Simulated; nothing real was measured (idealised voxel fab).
process module | voxel gate over fins
cross-section cut | 215 nm wide | cells 5 nm
A cross-section is a grid of square cells, given in bands from the top down. A band is one or more rows of cells.
Each band's line starts with the height of the band's top and of its bottom, in nm. Then come its materials from left to right, each with its width in nm. One material with "throughout" fills the band from edge to edge. "air" is empty space.
Height 0 is the level under which the wafer as received is all one material. The lowest band goes on downwards, as in "0 down".
A width such as "30 to 40" changes by the same amount from each row of cells to the next, from the band's top row to its bottom row.
"no change" after a step means that no cell of the cross-section changed.
closed voids: empty space of 8 cells or more with no open way to the top, each as width x height at its distance from the left edge, in nm
after a step's settings: what the simulator itself notes on the step
overlay nm, on a step with a mask: how far to the right of its planned place the mask lay; to the left if negative
plan
1 op RECEIVE | material Si
2 op CONFORMAL_DEP | material SiN | thk nm 10
3 op DIRECTIONAL_DEP | material aC | thk nm 10
4 op PATTERN | tone cover | mask id FINS | material resist | width nm 15 | pitch nm 40 | thk nm 30 | overlay nm 0
5 op DIRECTIONAL_ETCH | etch materials aC | depth nm 10
6 op STRIP | etch materials resist
7 op DIRECTIONAL_ETCH | etch materials SiN | depth nm 10
8 op DIRECTIONAL_ETCH | etch materials Si | depth nm 30
9 op STRIP | etch materials aC
10 op OXIDIZE | depth nm 5
11 op FILL_DEP | material SiO2 | thk nm 5
12 op CMP | height nm 10
13 op SELECTIVE_ETCH | etch materials SiO2 | depth nm 20
14 op STRIP | etch materials SiN
15 op CONFORMAL_DEP | material HfO2 | thk nm 5
16 op CONFORMAL_DEP | material TiN | thk nm 5
17 op FILL_DEP | material W | thk nm 10
18 op CMP | height nm 15
19 op CONFORMAL_DEP | material SiCN | thk nm 5
first wafer, as planned
as received, after step 1
  0 down: Si throughout
  closed voids: none
after step 2
  10 to 0: SiN throughout
  below 0: unchanged
after step 3
  20 to 10: aC throughout
  below 10: unchanged
after step 4
  50 to 20: air 60 | resist 15 | air 25 | resist 15 | air 25 | resist 15 | air 60
  below 20: unchanged
after step 5
  40 to 20: air 60 | resist 15 | air 25 | resist 15 | air 25 | resist 15 | air 60
  20 to 10: air 60 | aC 15 | air 25 | aC 15 | air 25 | aC 15 | air 60
  below 10: unchanged
after step 6
  20 to 10: air 60 | aC 15 | air 25 | aC 15 | air 25 | aC 15 | air 60
  below 10: unchanged
after step 7
  20 to 10: air 60 | aC 15 | air 25 | aC 15 | air 25 | aC 15 | air 60
  10 to 0: air 60 | SiN 15 | air 25 | SiN 15 | air 25 | SiN 15 | air 60
  below 0: unchanged
after step 8
  20 to 10: air 60 | aC 15 | air 25 | aC 15 | air 25 | aC 15 | air 60
  10 to 0: air 60 | SiN 15 | air 25 | SiN 15 | air 25 | SiN 15 | air 60
  0 to -30: air 60 | Si 15 | air 25 | Si 15 | air 25 | Si 15 | air 60
  below -30: unchanged
after step 9
  10 to 0: air 60 | SiN 15 | air 25 | SiN 15 | air 25 | SiN 15 | air 60
  below 0: unchanged
after step 10
  10 to 0: air 60 | SiN 15 | air 25 | SiN 15 | air 25 | SiN 15 | air 60
  0 to -30: air 60 | SiO2 5 | Si 5 | SiO2 5 | air 25 | SiO2 5 | Si 5 | SiO2 5 | air 25 | SiO2 5 | Si 5 | SiO2 5 | air 60
  -30 to -35: SiO2 65 | Si 5 | SiO2 35 | Si 5 | SiO2 35 | Si 5 | SiO2 65
  below -35: unchanged
after step 11
  15 to 10: SiO2 throughout
  10 to 0: SiO2 60 | SiN 15 | SiO2 25 | SiN 15 | SiO2 25 | SiN 15 | SiO2 60
  0 to -35: SiO2 65 | Si 5 | SiO2 35 | Si 5 | SiO2 35 | Si 5 | SiO2 65
  below -35: unchanged
after step 12
  10 to 0: SiO2 60 | SiN 15 | SiO2 25 | SiN 15 | SiO2 25 | SiN 15 | SiO2 60
  below 0: unchanged
after step 13
  10 to 0: air 60 | SiN 15 | air 25 | SiN 15 | air 25 | SiN 15 | air 60
  0 to -10: air 65 | Si 5 | air 35 | Si 5 | air 35 | Si 5 | air 65
  below -10: unchanged
after step 14
  0 to -10: air 65 | Si 5 | air 35 | Si 5 | air 35 | Si 5 | air 65
  below -10: unchanged
after step 15
  5 to 0: air 60 | HfO2 15 | air 25 | HfO2 15 | air 25 | HfO2 15 | air 60
  0 to -5: air 60 | HfO2 5 | Si 5 | HfO2 5 | air 25 | HfO2 5 | Si 5 | HfO2 5 | air 25 | HfO2 5 | Si 5 | HfO2 5 | air 60
  -5 to -10: HfO2 65 | Si 5 | HfO2 35 | Si 5 | HfO2 35 | Si 5 | HfO2 65
  below -10: unchanged
after step 16
  10 to 5: air 55 | TiN 25 | air 15 | TiN 25 | air 15 | TiN 25 | air 55
  5 to 0: air 55 | TiN 5 | HfO2 15 | TiN 5 | air 15 | TiN 5 | HfO2 15 | TiN 5 | air 15 | TiN 5 | HfO2 15 | TiN 5 | air 55
  0 to -5: TiN 60 | HfO2 5 | Si 5 | HfO2 5 | TiN 25 | HfO2 5 | Si 5 | HfO2 5 | TiN 25 | HfO2 5 | Si 5 | HfO2 5 | TiN 60
  below -5: unchanged
after step 17
  20 to 10: W throughout
  10 to 5: W 55 | TiN 25 | W 15 | TiN 25 | W 15 | TiN 25 | W 55
  5 to 0: W 55 | TiN 5 | HfO2 15 | TiN 5 | W 15 | TiN 5 | HfO2 15 | TiN 5 | W 15 | TiN 5 | HfO2 15 | TiN 5 | W 55
  below 0: unchanged
after step 18
  15 to 10: W throughout
  below 10: unchanged
after step 19
  20 to 15: SiCN throughout
  below 15: unchanged
second wafer: like start, like plan, one mistake. Through step 3 it matches the first wafer
when step 4 should have ended
  50 to 20: air 55 | resist 25 | air 15 | resist 25 | air 15 | resist 25 | air 55
  below 20: unchanged
when step 5 should have ended
  40 to 20: air 55 | resist 25 | air 15 | resist 25 | air 15 | resist 25 | air 55
  20 to 10: air 55 | aC 25 | air 15 | aC 25 | air 15 | aC 25 | air 55
  below 10: unchanged
when step 6 should have ended
  20 to 10: air 55 | aC 25 | air 15 | aC 25 | air 15 | aC 25 | air 55
  below 10: unchanged
when step 7 should have ended
  20 to 10: air 55 | aC 25 | air 15 | aC 25 | air 15 | aC 25 | air 55
  10 to 0: air 55 | SiN 25 | air 15 | SiN 25 | air 15 | SiN 25 | air 55
  below 0: unchanged
when step 8 should have ended
  20 to 10: air 55 | aC 25 | air 15 | aC 25 | air 15 | aC 25 | air 55
  10 to 0: air 55 | SiN 25 | air 15 | SiN 25 | air 15 | SiN 25 | air 55
  0 to -30: air 55 | Si 25 | air 15 | Si 25 | air 15 | Si 25 | air 55
  below -30: unchanged
when step 9 should have ended
  10 to 0: air 55 | SiN 25 | air 15 | SiN 25 | air 15 | SiN 25 | air 55
  below 0: unchanged
when step 10 should have ended
  10 to 0: air 55 | SiN 25 | air 15 | SiN 25 | air 15 | SiN 25 | air 55
  0 to -30: air 55 | SiO2 5 | Si 15 | SiO2 5 | air 15 | SiO2 5 | Si 15 | SiO2 5 | air 15 | SiO2 5 | Si 15 | SiO2 5 | air 55
  -30 to -35: SiO2 60 | Si 15 | SiO2 25 | Si 15 | SiO2 25 | Si 15 | SiO2 60
  below -35: unchanged
when step 11 should have ended
  15 to 10: SiO2 throughout
  10 to 0: SiO2 55 | SiN 25 | SiO2 15 | SiN 25 | SiO2 15 | SiN 25 | SiO2 55
  0 to -35: SiO2 60 | Si 15 | SiO2 25 | Si 15 | SiO2 25 | Si 15 | SiO2 60
  below -35: unchanged
when step 12 should have ended
  10 to 0: SiO2 55 | SiN 25 | SiO2 15 | SiN 25 | SiO2 15 | SiN 25 | SiO2 55
  below 0: unchanged
when step 13 should have ended
  10 to 0: air 55 | SiN 25 | air 15 | SiN 25 | air 15 | SiN 25 | air 55
  0 to -10: air 60 | Si 15 | air 25 | Si 15 | air 25 | Si 15 | air 60
  below -10: unchanged
when step 14 should have ended
  0 to -10: air 60 | Si 15 | air 25 | Si 15 | air 25 | Si 15 | air 60
  below -10: unchanged
when step 15 should have ended
  5 to 0: air 55 | HfO2 25 | air 15 | HfO2 25 | air 15 | HfO2 25 | air 55
  0 to -5: air 55 | HfO2 5 | Si 15 | HfO2 5 | air 15 | HfO2 5 | Si 15 | HfO2 5 | air 15 | HfO2 5 | Si 15 | HfO2 5 | air 55
  -5 to -10: HfO2 60 | Si 15 | HfO2 25 | Si 15 | HfO2 25 | Si 15 | HfO2 60
  below -10: unchanged
when step 16 should have ended
  10 to 5: air 50 | TiN 35 | air 5 | TiN 35 | air 5 | TiN 35 | air 50
  5 to 0: air 50 | TiN 5 | HfO2 25 | TiN 5 | air 5 | TiN 5 | HfO2 25 | TiN 5 | air 5 | TiN 5 | HfO2 25 | TiN 5 | air 50
  0 to -5: TiN 55 | HfO2 5 | Si 15 | HfO2 5 | TiN 15 | HfO2 5 | Si 15 | HfO2 5 | TiN 15 | HfO2 5 | Si 15 | HfO2 5 | TiN 55
  below -5: unchanged
when step 17 should have ended
  20 to 10: W throughout
  10 to 5: W 50 | TiN 35 | W 5 | TiN 35 | W 5 | TiN 35 | W 50
  5 to 0: W 50 | TiN 5 | HfO2 25 | TiN 5 | W 5 | TiN 5 | HfO2 25 | TiN 5 | W 5 | TiN 5 | HfO2 25 | TiN 5 | W 50
  below 0: unchanged
when step 18 should have ended
  15 to 10: W throughout
  below 10: unchanged
when step 19 should have ended
  20 to 15: SiCN throughout
  below 15: unchanged
what went wrong: step 4 ran as: op PATTERN | tone cover | mask id FINS | material resist | width nm 25 | pitch nm 40 | thk nm 30 | overlay nm 0
at the end the second wafer has, in cells: 42 more of Si | 30 fewer of SiO2 | 12 fewer of W
